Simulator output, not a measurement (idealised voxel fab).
Herein follows the process module entitled voxel ribs on slabs.
We display cut, a cross-section 150 nm in width whose square cells are each 5 nm.
A cross-section in this document is a grid of square cells, and it is written down as bands, the top band listed before the ones below it; a band is made up of one or more rows of cells. Basically the band line says how high the top is and how high the bottom is, in nm, and then what's in it from left to right, every material with its width in nm. Empty space shows up as "empty", and if a single material carries "everywhere" it runs the full band edge to edge. Height is counted from the level 0, under which the received wafer is composed throughout of one material. The lowest of the bands is not closed at the bottom but continues downward, in the notation "0 -> down". The width entry "30 to 40" should be interpreted row by row: the top row of cells in the band takes the first number, the bottom row takes the second number, and the change between adjacent rows is uniform throughout. It should be understood that the words "remained unchanged", when stated for a given step, signify that the cross-section underwent no change in any of its cells during that step. "Cavities, sealed" - sealed voids, min. 8 cells, no opening to top; format: width x height at distance (distance from left edge; nm throughout). Anything after a step's settings on that line? It's the simulator's own note about the step. overlay nm: mask right of planned place by this much (step with mask). Neg. = left.

The steps planned for the process are as follows:
- 1: RECEIVE,material Si
- 2: DIRECTIONAL_DEP,material SiO2,thk nm 20
- 3: DIRECTIONAL_DEP,material polySi,thk nm 25
- 4: MASKED_ETCH,tone cover,mask id RIB,width nm 20,etch materials polySi,depth nm 15,overlay nm 0
- 5: DIRECTIONAL_DEP,material aC,thk nm 15
- 6: PATTERN,tone cover,mask id SLAB,material resist,width nm 50,thk nm 30,overlay nm 0
- 7: DIRECTIONAL_ETCH,etch materials aC,depth nm 15
- 8: STRIP,etch materials resist
- 9: DIRECTIONAL_ETCH,etch materials polySi,depth nm 10
- 10: STRIP,etch materials aC
- 11: FILL_DEP,material SiO2,thk nm 15
- 12: CMP,height nm 55
- 13: DIRECTIONAL_DEP,material W,thk nm 5
- 14: DIRECTIONAL_DEP,material aC,thk nm 15
- 15: PATTERN,tone cover,mask id HEATER,material resist,width nm 30,thk nm 30,overlay nm 0
- 16: DIRECTIONAL_ETCH,etch materials aC,depth nm 15
- 17: STRIP,etch materials resist
- 18: DIRECTIONAL_ETCH,etch materials W,depth nm 5
- 19: STRIP,etch materials aC
- 20: CONFORMAL_DEP,material SiO2,thk nm 10

Concerning the first of two wafers, which was run in accordance with the plan:

Shown in cross-section is the wafer as received, that is, as it stands after step 1:
> 0 -> down | Si everywhere
> Cavities, sealed: none

Step 2 complete: cross-section through the wafer:
> 20 -> 0 | SiO2 everywhere
> below 0: unchanged

Step 3 complete: cross-section through the wafer:
> 45 -> 20 | polySi everywhere
> below 20: unchanged

Step 4 complete: cross-section through the wafer:
> 45 -> 30 | empty 65, polySi 20, empty 65
> below 30: unchanged

Step 5 complete: cross-section through the wafer:
> 60 -> 45 | empty 65, aC 20, empty 65
> 45 -> 30 | aC 65, polySi 20, aC 65
> below 30: unchanged

Step 6 complete: cross-section through the wafer:
> 90 -> 60 | empty 50, resist 50, empty 50
> 60 -> 45 | empty 50, resist 15, aC 20, resist 15, empty 50
> below 45: unchanged

Step 7 complete: cross-section through the wafer:
> 75 -> 60 | empty 50, resist 50, empty 50
> 60 -> 45 | empty 50, resist 15, aC 20, resist 15, empty 50
> 45 -> 30 | empty 50, aC 15, polySi 20, aC 15, empty 50
> below 30: unchanged

Step 8 complete: cross-section through the wafer:
> 60 -> 45 | empty 65, aC 20, empty 65
> below 45: unchanged

Step 9 complete: cross-section through the wafer:
> 60 -> 45 | empty 65, aC 20, empty 65
> 45 -> 30 | empty 50, aC 15, polySi 20, aC 15, empty 50
> 30 -> 20 | empty 50, polySi 50, empty 50
> below 20: unchanged

Step 10 complete: cross-section through the wafer:
> 45 -> 30 | empty 65, polySi 20, empty 65
> below 30: unchanged

Step 11 complete: cross-section through the wafer:
> 60 -> 45 | SiO2 everywhere
> 45 -> 30 | SiO2 65, polySi 20, SiO2 65
> 30 -> 20 | SiO2 50, polySi 50, SiO2 50
> below 20: unchanged

Step 12 complete: cross-section through the wafer:
> 55 -> 45 | SiO2 everywhere
> below 45: unchanged

Step 13 complete: cross-section through the wafer:
> 60 -> 55 | W everywhere
> below 55: unchanged

Step 14 complete: cross-section through the wafer:
> 75 -> 60 | aC everywhere
> below 60: unchanged

Step 15 complete: cross-section through the wafer:
> 105 -> 75 | empty 60, resist 30, empty 60
> below 75: unchanged

Step 16 complete: cross-section through the wafer:
> 90 -> 75 | empty 60, resist 30, empty 60
> 75 -> 60 | empty 60, aC 30, empty 60
> below 60: unchanged

Step 17 complete: cross-section through the wafer:
> 75 -> 60 | empty 60, aC 30, empty 60
> below 60: unchanged

Step 18 complete: cross-section through the wafer:
> 75 -> 60 | empty 60, aC 30, empty 60
> 60 -> 55 | empty 60, W 30, empty 60
> below 55: unchanged

Step 19 complete: cross-section through the wafer:
> 60 -> 55 | empty 60, W 30, empty 60
> below 55: unchanged

Step 20 complete: cross-section through the wafer:
> 70 -> 65 | empty 50, SiO2 50, empty 50
> 65 -> 60 | SiO2 everywhere
> 60 -> 55 | SiO2 60, W 30, SiO2 60
> below 55: unchanged

Regarding the second of the two wafers: it shared the first wafer's starting condition and process plan, yet one error occurred during its execution. Its history coincides with that of the first wafer up to and including step 14:

Second wafer at the planned finish of step 15, seen in cross-section:
> 105 -> 75 | resist 60, empty 30, resist 60
> below 75: unchanged

Second wafer at the planned finish of step 16, seen in cross-section:
> 90 -> 75 | resist 60, empty 30, resist 60
> 75 -> 60 | aC 60, empty 30, aC 60
> below 60: unchanged

Second wafer at the planned finish of step 17, seen in cross-section:
> 75 -> 60 | aC 60, empty 30, aC 60
> below 60: unchanged

Second wafer at the planned finish of step 18, seen in cross-section:
> 75 -> 60 | aC 60, empty 30, aC 60
> 60 -> 55 | W 60, empty 30, W 60
> below 55: unchanged

Second wafer at the planned finish of step 19, seen in cross-section:
> 60 -> 55 | W 60, empty 30, W 60
> below 55: unchanged

Second wafer at the planned finish of step 20, seen in cross-section:
> 70 -> 65 | SiO2 70, empty 10, SiO2 70
> 65 -> 60 | SiO2 everywhere
> 60 -> 55 | W 60, SiO2 30, W 60
> below 55: unchanged
Here's what went sideways: step 15 was not run as planned; what actually ran was PATTERN,tone open,mask id HEATER,material resist,width nm 30,thk nm 30,overlay nm 0
Per the end-of-run cell counts, the second wafer holds more or fewer of some materials than the first: 18 more of W
